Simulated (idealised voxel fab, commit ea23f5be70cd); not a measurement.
process module | voxel capacitor over wiring
cross-section cut | 210 nm wide | cells 5 nm
A cross-section is a grid of square cells, given in bands from the top down. A band is one or more rows of cells.
Each band's line starts with the height of the band's top and of its bottom, in nm. Then come its materials from left to right, each with its width in nm. One material with "throughout" fills the band from edge to edge. "air" is empty space.
Height 0 is the level under which the wafer as received is all one material. The lowest band goes on downwards, as in "0 down".
A width such as "30 to 40" changes by the same amount from each row of cells to the next, from the band's top row to its bottom row.
"no change" after a step means that no cell of the cross-section changed.
closed voids: empty space of 8 cells or more with no open way to the top, each as width x height at its distance from the left edge, in nm
after a step's settings: what the simulator itself notes on the step
overlay nm, on a step with a mask: how far to the right of its planned place the mask lay; to the left if negative
plan
1 op RECEIVE | material Si
2 op CONFORMAL_DEP | material SiO2 | thk nm 15
3 op DIRECTIONAL_DEP | material TiN | thk nm 5
4 op DIRECTIONAL_DEP | material W | thk nm 25
5 op MASKED_ETCH | tone cover | mask id METAL_1 | width nm 20 | pitch nm 80 | etch materials W | depth nm 25 | overlay nm 0
6 op MASKED_ETCH | tone cover | mask id METAL_1 | width nm 20 | pitch nm 80 | etch materials TiN | depth nm 5 | overlay nm 0
7 op CONFORMAL_DEP | material SiN | thk nm 5
8 op FILL_DEP | material lowk | thk nm 5
9 op CMP | height nm 45
10 op CONFORMAL_DEP | material SiCN | thk nm 5
11 op DIRECTIONAL_DEP | material SiO2 | thk nm 10
12 op MASKED_ETCH | tone open | mask id PLUG_1 | width nm 15 | etch materials SiO2 | depth nm 10 | overlay nm 0
13 op MASKED_ETCH | tone open | mask id PLUG_1 | width nm 15 | etch materials SiCN | depth nm 5 | overlay nm 0
14 op CONFORMAL_DEP | material TiN | thk nm 5
15 op FILL_DEP | material Cu | thk nm 5
16 op CMP | height nm 60
17 op DIRECTIONAL_DEP | material TiN | thk nm 5
18 op DIRECTIONAL_DEP | material Al2O3 | thk nm 5
19 op DIRECTIONAL_DEP | material TiN | thk nm 10
20 op DIRECTIONAL_DEP | material aC | thk nm 10
21 op PATTERN | tone cover | mask id UPPER_PLATE | material resist | width nm 65 | thk nm 25 | overlay nm 0
22 op DIRECTIONAL_ETCH | etch materials aC | depth nm 10
23 op STRIP | etch materials resist
24 op DIRECTIONAL_ETCH | etch materials TiN | depth nm 10
25 op DIRECTIONAL_ETCH | etch materials Al2O3 | depth nm 5
26 op STRIP | etch materials aC
27 op DIRECTIONAL_DEP | material aC | thk nm 10
28 op PATTERN | tone cover | mask id LOWER_PLATE | material resist | width nm 75 | thk nm 30 | overlay nm 0
29 op DIRECTIONAL_ETCH | etch materials aC | depth nm 10
30 op STRIP | etch materials resist
31 op DIRECTIONAL_ETCH | etch materials TiN | depth nm 5
32 op STRIP | etch materials aC
33 op FILL_DEP | material SiO2 | thk nm 20
34 op CMP | height nm 95
35 op MASKED_ETCH | tone open | mask id PLUG_2 | width nm 15 | etch materials SiO2 | depth nm 15 | overlay nm 0
36 op CONFORMAL_DEP | material TiN | thk nm 5
37 op FILL_DEP | material Ru | thk nm 5
38 op CMP | height nm 95
39 op CONFORMAL_DEP | material SiCN | thk nm 5
first wafer, as planned
as received, after step 1
  0 down: Si throughout
  closed voids: none
after step 2
  15 to 0: SiO2 throughout
  below 0: unchanged
after step 3
  20 to 15: TiN throughout
  below 15: unchanged
after step 4
  45 to 20: W throughout
  below 20: unchanged
after step 5
  45 to 20: air 55 | W 20 | air 60 | W 20 | air 55
  below 20: unchanged
after step 6
  45 to 20: air 55 | W 20 | air 60 | W 20 | air 55
  20 to 15: air 55 | TiN 20 | air 60 | TiN 20 | air 55
  below 15: unchanged
after step 7
  50 to 45: air 50 | SiN 30 | air 50 | SiN 30 | air 50
  45 to 20: air 50 | SiN 5 | W 20 | SiN 5 | air 50 | SiN 5 | W 20 | SiN 5 | air 50
  20 to 15: SiN 55 | TiN 20 | SiN 60 | TiN 20 | SiN 55
  below 15: unchanged
after step 8
  55 to 50: lowk throughout
  50 to 45: lowk 50 | SiN 30 | lowk 50 | SiN 30 | lowk 50
  45 to 20: lowk 50 | SiN 5 | W 20 | SiN 5 | lowk 50 | SiN 5 | W 20 | SiN 5 | lowk 50
  below 20: unchanged
after step 9
  45 to 20: lowk 50 | SiN 5 | W 20 | SiN 5 | lowk 50 | SiN 5 | W 20 | SiN 5 | lowk 50
  below 20: unchanged
after step 10
  50 to 45: SiCN throughout
  below 45: unchanged
after step 11
  60 to 50: SiO2 throughout
  below 50: unchanged
after step 12
  60 to 50: SiO2 60 | air 15 | SiO2 135
  below 50: unchanged
after step 13
  60 to 50: SiO2 60 | air 15 | SiO2 135
  50 to 45: SiCN 60 | air 15 | SiCN 135
  below 45: unchanged
after step 14
  65 to 60: TiN 65 | air 5 | TiN 140
  60 to 50: SiO2 60 | TiN 5 | air 5 | TiN 5 | SiO2 135
  50 to 45: SiCN 60 | TiN 15 | SiCN 135
  below 45: unchanged
after step 15
  70 to 65: Cu throughout
  65 to 60: TiN 65 | Cu 5 | TiN 140
  60 to 50: SiO2 60 | TiN 5 | Cu 5 | TiN 5 | SiO2 135
  below 50: unchanged
after step 16
  60 to 50: SiO2 60 | TiN 5 | Cu 5 | TiN 5 | SiO2 135
  below 50: unchanged
after step 17
  65 to 60: TiN throughout
  below 60: unchanged
after step 18
  70 to 65: Al2O3 throughout
  below 65: unchanged
after step 19
  80 to 70: TiN throughout
  below 70: unchanged
after step 20
  90 to 80: aC throughout
  below 80: unchanged
after step 21
  115 to 90: air 60 | resist 65 | air 85
  below 90: unchanged
after step 22
  105 to 90: air 60 | resist 65 | air 85
  90 to 80: air 60 | aC 65 | air 85
  below 80: unchanged
after step 23
  90 to 80: air 60 | aC 65 | air 85
  below 80: unchanged
after step 24
  90 to 80: air 60 | aC 65 | air 85
  80 to 70: air 60 | TiN 65 | air 85
  below 70: unchanged
after step 25
  90 to 80: air 60 | aC 65 | air 85
  80 to 70: air 60 | TiN 65 | air 85
  70 to 65: air 60 | Al2O3 65 | air 85
  below 65: unchanged
after step 26
  80 to 70: air 60 | TiN 65 | air 85
  below 70: unchanged
after step 27
  90 to 80: air 60 | aC 65 | air 85
  80 to 75: air 60 | TiN 65 | air 85
  75 to 70: aC 60 | TiN 65 | aC 85
  70 to 65: aC 60 | Al2O3 65 | aC 85
  below 65: unchanged
after step 28
  120 to 90: air 55 | resist 75 | air 80
  90 to 80: air 55 | resist 5 | aC 65 | resist 5 | air 80
  80 to 75: air 55 | resist 5 | TiN 65 | resist 5 | air 80
  below 75: unchanged
after step 29
  110 to 90: air 55 | resist 75 | air 80
  90 to 80: air 55 | resist 5 | aC 65 | resist 5 | air 80
  80 to 75: air 55 | resist 5 | TiN 65 | resist 5 | air 80
  75 to 70: air 55 | aC 5 | TiN 65 | aC 5 | air 80
  70 to 65: air 55 | aC 5 | Al2O3 65 | aC 5 | air 80
  below 65: unchanged
after step 30
  90 to 80: air 60 | aC 65 | air 85
  80 to 75: air 60 | TiN 65 | air 85
  below 75: unchanged
after step 31
  90 to 80: air 60 | aC 65 | air 85
  80 to 75: air 60 | TiN 65 | air 85
  75 to 70: air 55 | aC 5 | TiN 65 | aC 5 | air 80
  70 to 65: air 55 | aC 5 | Al2O3 65 | aC 5 | air 80
  65 to 60: air 55 | TiN 75 | air 80
  below 60: unchanged
after step 32
  80 to 70: air 60 | TiN 65 | air 85
  70 to 65: air 60 | Al2O3 65 | air 85
  below 65: unchanged
after step 33
  100 to 80: SiO2 throughout
  80 to 70: SiO2 60 | TiN 65 | SiO2 85
  70 to 65: SiO2 60 | Al2O3 65 | SiO2 85
  65 to 60: SiO2 55 | TiN 75 | SiO2 80
  below 60: unchanged
after step 34
  95 to 80: SiO2 throughout
  below 80: unchanged
after step 35
  95 to 80: SiO2 70 | air 15 | SiO2 125
  below 80: unchanged
after step 36
  100 to 95: TiN 75 | air 5 | TiN 130
  95 to 85: SiO2 70 | TiN 5 | air 5 | TiN 5 | SiO2 125
  85 to 80: SiO2 70 | TiN 15 | SiO2 125
  below 80: unchanged
after step 37
  105 to 100: Ru throughout
  100 to 95: TiN 75 | Ru 5 | TiN 130
  95 to 85: SiO2 70 | TiN 5 | Ru 5 | TiN 5 | SiO2 125
  below 85: unchanged
after step 38
  95 to 85: SiO2 70 | TiN 5 | Ru 5 | TiN 5 | SiO2 125
  below 85: unchanged
after step 39
  100 to 95: SiCN throughout
  below 95: unchanged
second wafer: like start, like plan, one mistake. Through step 4 it matches the first wafer
when step 5 should have ended
  45 to 20: air 50 | W 20 | air 60 | W 20 | air 60
  below 20: unchanged
when step 6 should have ended
  45 to 20: air 50 | W 20 | air 60 | W 20 | air 60
  20 to 15: air 50 | TiN 25 | air 55 | TiN 25 | air 55
  below 15: unchanged
when step 7 should have ended
  50 to 45: air 45 | SiN 30 | air 50 | SiN 30 | air 55
  45 to 25: air 45 | SiN 5 | W 20 | SiN 5 | air 50 | SiN 5 | W 20 | SiN 5 | air 55
  25 to 20: air 45 | SiN 5 | W 20 | SiN 10 | air 45 | SiN 5 | W 20 | SiN 10 | air 50
  20 to 15: SiN 50 | TiN 25 | SiN 55 | TiN 25 | SiN 55
  below 15: unchanged
when step 8 should have ended
  55 to 50: lowk throughout
  50 to 45: lowk 45 | SiN 30 | lowk 50 | SiN 30 | lowk 55
  45 to 25: lowk 45 | SiN 5 | W 20 | SiN 5 | lowk 50 | SiN 5 | W 20 | SiN 5 | lowk 55
  25 to 20: lowk 45 | SiN 5 | W 20 | SiN 10 | lowk 45 | SiN 5 | W 20 | SiN 10 | lowk 50
  below 20: unchanged
when step 9 should have ended
  45 to 25: lowk 45 | SiN 5 | W 20 | SiN 5 | lowk 50 | SiN 5 | W 20 | SiN 5 | lowk 55
  below 25: unchanged
when step 10 should have ended
  50 to 45: SiCN throughout
  below 45: unchanged
when step 11 should have ended
  60 to 50: SiO2 throughout
  below 50: unchanged
when step 12 should have ended
  60 to 50: SiO2 60 | air 15 | SiO2 135
  below 50: unchanged
when step 13 should have ended
  60 to 50: SiO2 60 | air 15 | SiO2 135
  50 to 45: SiCN 60 | air 15 | SiCN 135
  below 45: unchanged
when step 14 should have ended
  65 to 60: TiN 65 | air 5 | TiN 140
  60 to 50: SiO2 60 | TiN 5 | air 5 | TiN 5 | SiO2 135
  50 to 45: SiCN 60 | TiN 15 | SiCN 135
  below 45: unchanged
when step 15 should have ended
  70 to 65: Cu throughout
  65 to 60: TiN 65 | Cu 5 | TiN 140
  60 to 50: SiO2 60 | TiN 5 | Cu 5 | TiN 5 | SiO2 135
  below 50: unchanged
when step 16 should have ended
  60 to 50: SiO2 60 | TiN 5 | Cu 5 | TiN 5 | SiO2 135
  below 50: unchanged
when step 17 should have ended
  65 to 60: TiN throughout
  below 60: unchanged
when step 18 should have ended
  70 to 65: Al2O3 throughout
  below 65: unchanged
when step 19 should have ended
  80 to 70: TiN throughout
  below 70: unchanged
when step 20 should have ended
  90 to 80: aC throughout
  below 80: unchanged
when step 21 should have ended
  115 to 90: air 60 | resist 65 | air 85
  below 90: unchanged
when step 22 should have ended
  105 to 90: air 60 | resist 65 | air 85
  90 to 80: air 60 | aC 65 | air 85
  below 80: unchanged
when step 23 should have ended
  90 to 80: air 60 | aC 65 | air 85
  below 80: unchanged
when step 24 should have ended
  90 to 80: air 60 | aC 65 | air 85
  80 to 70: air 60 | TiN 65 | air 85
  below 70: unchanged
when step 25 should have ended
  90 to 80: air 60 | aC 65 | air 85
  80 to 70: air 60 | TiN 65 | air 85
  70 to 65: air 60 | Al2O3 65 | air 85
  below 65: unchanged
when step 26 should have ended
  80 to 70: air 60 | TiN 65 | air 85
  below 70: unchanged
when step 27 should have ended
  90 to 80: air 60 | aC 65 | air 85
  80 to 75: air 60 | TiN 65 | air 85
  75 to 70: aC 60 | TiN 65 | aC 85
  70 to 65: aC 60 | Al2O3 65 | aC 85
  below 65: unchanged
when step 28 should have ended
  120 to 90: air 55 | resist 75 | air 80
  90 to 80: air 55 | resist 5 | aC 65 | resist 5 | air 80
  80 to 75: air 55 | resist 5 | TiN 65 | resist 5 | air 80
  below 75: unchanged
when step 29 should have ended
  110 to 90: air 55 | resist 75 | air 80
  90 to 80: air 55 | resist 5 | aC 65 | resist 5 | air 80
  80 to 75: air 55 | resist 5 | TiN 65 | resist 5 | air 80
  75 to 70: air 55 | aC 5 | TiN 65 | aC 5 | air 80
  70 to 65: air 55 | aC 5 | Al2O3 65 | aC 5 | air 80
  below 65: unchanged
when step 30 should have ended
  90 to 80: air 60 | aC 65 | air 85
  80 to 75: air 60 | TiN 65 | air 85
  below 75: unchanged
when step 31 should have ended
  90 to 80: air 60 | aC 65 | air 85
  80 to 75: air 60 | TiN 65 | air 85
  75 to 70: air 55 | aC 5 | TiN 65 | aC 5 | air 80
  70 to 65: air 55 | aC 5 | Al2O3 65 | aC 5 | air 80
  65 to 60: air 55 | TiN 75 | air 80
  below 60: unchanged
when step 32 should have ended
  80 to 70: air 60 | TiN 65 | air 85
  70 to 65: air 60 | Al2O3 65 | air 85
  below 65: unchanged
when step 33 should have ended
  100 to 80: SiO2 throughout
  80 to 70: SiO2 60 | TiN 65 | SiO2 85
  70 to 65: SiO2 60 | Al2O3 65 | SiO2 85
  65 to 60: SiO2 55 | TiN 75 | SiO2 80
  below 60: unchanged
when step 34 should have ended
  95 to 80: SiO2 throughout
  below 80: unchanged
when step 35 should have ended
  95 to 80: SiO2 70 | air 15 | SiO2 125
  below 80: unchanged
when step 36 should have ended
  100 to 95: TiN 75 | air 5 | TiN 130
  95 to 85: SiO2 70 | TiN 5 | air 5 | TiN 5 | SiO2 125
  85 to 80: SiO2 70 | TiN 15 | SiO2 125
  below 80: unchanged
when step 37 should have ended
  105 to 100: Ru throughout
  100 to 95: TiN 75 | Ru 5 | TiN 130
  95 to 85: SiO2 70 | TiN 5 | Ru 5 | TiN 5 | SiO2 125
  below 85: unchanged
when step 38 should have ended
  95 to 85: SiO2 70 | TiN 5 | Ru 5 | TiN 5 | SiO2 125
  below 85: unchanged
when step 39 should have ended
  100 to 95: SiCN throughout
  below 95: unchanged
what went wrong: step 5 ran as: op MASKED_ETCH | tone cover | mask id METAL_1 | width nm 20 | pitch nm 80 | etch materials W | depth nm 25 | overlay nm -5
at the end the second wafer has, in cells: 2 more of TiN | 2 fewer of lowk
